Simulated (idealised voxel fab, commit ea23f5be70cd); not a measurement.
Presented below is a process module, voxel quadruple lines.
The cross-section shown here is cut; it is 290 nm wide and divided into square cells measuring 5 nm on a side.
Cross-section spec: square-cell grid; bands listed top down; each band is one or more rows. Look at the band entry: it leads with the top's height and the bottom's height in nm. Then it lists the materials left to right, with a width in nm for each. The word "edge to edge" on a single material says that material fills the band edge to edge. The word "air" is empty space. Basically, 0 is our baseline, since under it the wafer straight out of the box is all one material. The bottom band has no lower end and keeps on going down, so it looks like "top 0, no bottom". It should be noted that a width expressed as "30->40" varies in equal increments from row to row of cells within the band, taking the value of the first number at the top row and that of the second number at the bottom row. Reading "identical to before" for a step: not a cell of the cross-section changed in it. "Voids lacking openings" - sealed voids, min. 8 cells, no opening to top; format: width x height at distance (distance from left edge; nm throughout). Step line, after settings: the simulator's comment on this step. Regarding "overlay nm": on a step with a mask, it is the distance the mask lay to the right of its planned place; a negative value places it to the left.

[The process steps that were planned are listed below]
1,op RECEIVE | material Si
2,op CONFORMAL_DEP | material SiO2 | thk nm 10
3,op DIRECTIONAL_DEP | material W | thk nm 10
4,op DIRECTIONAL_DEP | material polySi | thk nm 15
5,op DIRECTIONAL_DEP | material aC | thk nm 25
6,op PATTERN | tone cover | mask id MANDREL | material resist | width nm 30 | thk nm 30 | overlay nm 0
7,op DIRECTIONAL_ETCH | etch materials aC | depth nm 25
8,op STRIP | etch materials resist
9,op CONFORMAL_DEP | material SiO2 | thk nm 10
10,op DIRECTIONAL_ETCH | etch materials SiO2 | depth nm 10
11,op STRIP | etch materials aC
12,op DIRECTIONAL_ETCH | etch materials polySi | depth nm 15
13,op STRIP | etch materials SiO2
14,op CONFORMAL_DEP | material SiCN | thk nm 10
15,op DIRECTIONAL_ETCH | etch materials SiCN | depth nm 10
16,op STRIP | etch materials polySi
17,op DIRECTIONAL_ETCH | etch materials W | depth nm 10
18,op STRIP | etch materials SiCN

[So this is the incoming wafer in cross-section - it's already been through step 1]
top 0, no bottom | Si edge to edge
Voids lacking openings: none

[As-planned run: cross-section of the first of two wafers at end of module]
top 20, bottom 10 | 110 nm air, then 10 nm W, then 10 nm air, then 10 nm W, then 10 nm air, then 10 nm W, then 10 nm air, then 10 nm W, then 110 nm air
top 10, bottom 0 | SiO2 edge to edge
top 0, no bottom | Si edge to edge
Voids lacking openings: none

[Same start, same plan as the first wafer - but one mistake in the run. Cross-section of the second of the two at the end of the module]
top 20, bottom 10 | 120 nm air, then 10 nm W, then 10 nm air, then 10 nm W, then 10 nm air, then 10 nm W, then 10 nm air, then 10 nm W, then 100 nm air
top 10, bottom 0 | SiO2 edge to edge
top 0, no bottom | Si edge to edge
Voids lacking openings: none
Short version of what went wrong: step 6 was not run as planned; what actually ran was op PATTERN | tone cover | mask id MANDREL | material resist | width nm 30 | thk nm 30 | overlay nm 10
Both wafers, final: cells per material equal; arrangement not.
